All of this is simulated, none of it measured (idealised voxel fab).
Process module under the name voxel trench capacitor
We display cut, a cross-section 270 nm in width whose square cells are each 5 nm.
In what follows, cross-sections appear as grids of square cells, described through bands that run from the top down, where every band is one or more rows of cells. First you get the band's top height and its bottom height, in nm, and then the materials it's made of, left to right, with each width in nm. If you see a single material with "edge to edge", that one covers the band edge to edge. "air" is empty space. Heads up on the height convention: 0 is the point under which the incoming wafer is all one material, and the lowest band has no bottom, it just keeps going down, like "0 nm and below". Width "30->40": first value at the band's top row of cells, second value at its bottom row, equal change from row to row. "stayed the same" (step): cross-section cells unchanged, all of them. The list in "Closed voids list" covers empty spaces of 8 cells or more that cannot reach the top through any open way, and it gives each as width x height at distance; the distance is from the left edge, and width, height and distance are in nm. On a step's line, text after the settings is the simulator commenting on that step. On any step carrying a mask, the "overlay nm" setting, if present on the step's line, tells how far right of its planned place the mask lay; negative values point to the left.
Steps planned for the process:
1,RECEIVE,material Si
2,CONFORMAL_DEP,material SiN,thk nm 5
3,PATTERN,tone open,mask id TRENCH,material resist,width nm 15,pitch nm 50,thk nm 20,overlay nm 0
4,DIRECTIONAL_ETCH,etch materials SiN,depth nm 5
5,DIRECTIONAL_ETCH,etch materials Si,depth nm 40
6,STRIP,etch materials resist
7,CONFORMAL_DEP,material SiO2,thk nm 5
8,FILL_DEP,material polySi,thk nm 5
9,CMP,height nm 5
Don't read the plan's width nm for step 3 as applying to every wafer: that's the first wafer's value, and the wafers differ in it, though they all start identical.
As-received cross-section, first of several wafers, post step 1:
	0 nm and below = Si edge to edge
	Closed voids list: none
Quick key for the table: a row per wafer, taken at the end of the module. For each material it tells you how many cells the wafer gained (+) or lost (-) since it came in, and the closed voids come after:
width nm 15; -72 Si; +45 SiN; +57 SiO2; +24 polySi; Closed voids list: none
width nm 20; -96 Si; +42 SiN; +60 SiO2; +48 polySi; Closed voids list: none
width nm 25; -120 Si; +39 SiN; +63 SiO2; +72 polySi; Closed voids list: none
width nm 30; -144 Si; +36 SiN; +66 SiO2; +96 polySi; Closed voids list: none
width nm 35; -168 Si; +33 SiN; +69 SiO2; +120 polySi; Closed voids list: none
